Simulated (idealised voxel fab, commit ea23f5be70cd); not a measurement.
process module | voxel wiring stack
cross-section cut | 260 nm wide | cells 5 nm
A cross-section is a grid of square cells, given in bands from the top down. A band is one or more rows of cells.
Each band's line starts with the height of the band's top and of its bottom, in nm. Then come its materials from left to right, each with its width in nm. One material with "throughout" fills the band from edge to edge. "air" is empty space.
Height 0 is the level under which the wafer as received is all one material. The lowest band goes on downwards, as in "0 down".
A width such as "30 to 40" changes by the same amount from each row of cells to the next, from the band's top row to its bottom row.
"no change" after a step means that no cell of the cross-section changed.
closed voids: empty space of 8 cells or more with no open way to the top, each as width x height at its distance from the left edge, in nm
after a step's settings: what the simulator itself notes on the step
overlay nm, on a step with a mask: how far to the right of its planned place the mask lay; to the left if negative
plan
1 op RECEIVE | material Si
2 op CONFORMAL_DEP | material SiO2 | thk nm 10
3 op CONFORMAL_DEP | material SiCN | thk nm 5
4 op DIRECTIONAL_DEP | material SiO2 | thk nm 20
5 op PATTERN | tone open | mask id METAL_1 | material resist | width nm 25 | pitch nm 40 | thk nm 15 | overlay nm 0
6 op DIRECTIONAL_ETCH | etch materials SiO2 | depth nm 20
7 op DIRECTIONAL_ETCH | etch materials SiCN | depth nm 5
8 op STRIP | etch materials resist
9 op CONFORMAL_DEP | material TiN | thk nm 5
10 op FILL_DEP | material W | thk nm 10
11 op CMP | height nm 35
12 op CONFORMAL_DEP | material SiCN | thk nm 5
13 op DIRECTIONAL_DEP | material SiO2 | thk nm 25
14 op PATTERN | tone open | mask id METAL_2 | material resist | width nm 25 | pitch nm 40 | thk nm 20 | overlay nm 0
15 op DIRECTIONAL_ETCH | etch materials SiO2 | depth nm 15
16 op STRIP | etch materials resist
17 op PATTERN | tone open | mask id METAL_2_HOLES | material resist | width nm 15 | pitch nm 80 | thk nm 20 | overlay nm 0
18 op DIRECTIONAL_ETCH | etch materials SiO2 | depth nm 10
19 op DIRECTIONAL_ETCH | etch materials SiCN | depth nm 5
20 op STRIP | etch materials resist
21 op CONFORMAL_DEP | material TiN | thk nm 5
22 op FILL_DEP | material Cu | thk nm 10
23 op CMP | height nm 65
24 op CONFORMAL_DEP | material SiN | thk nm 5
varied across the wafers: width nm of step 17. The plan shows the first wafer's value. All wafers start alike
first wafer as received, after step 1
  0 down: Si throughout
  closed voids: none
each wafer at the end: cells of each material gained (+) or lost (-) since it was received, then its closed voids
width nm 15 | +30 Cu | +78 SiCN | +52 SiN | +420 SiO2 | +100 TiN | +48 W | closed voids: none
width nm 20 | +36 Cu | +76 SiCN | +52 SiN | +416 SiO2 | +100 TiN | +48 W | closed voids: none
width nm 25 | +38 Cu | +76 SiCN | +52 SiN | +412 SiO2 | +102 TiN | +48 W | closed voids: none
width nm 30 | +44 Cu | +74 SiCN | +52 SiN | +408 SiO2 | +102 TiN | +48 W | closed voids: none
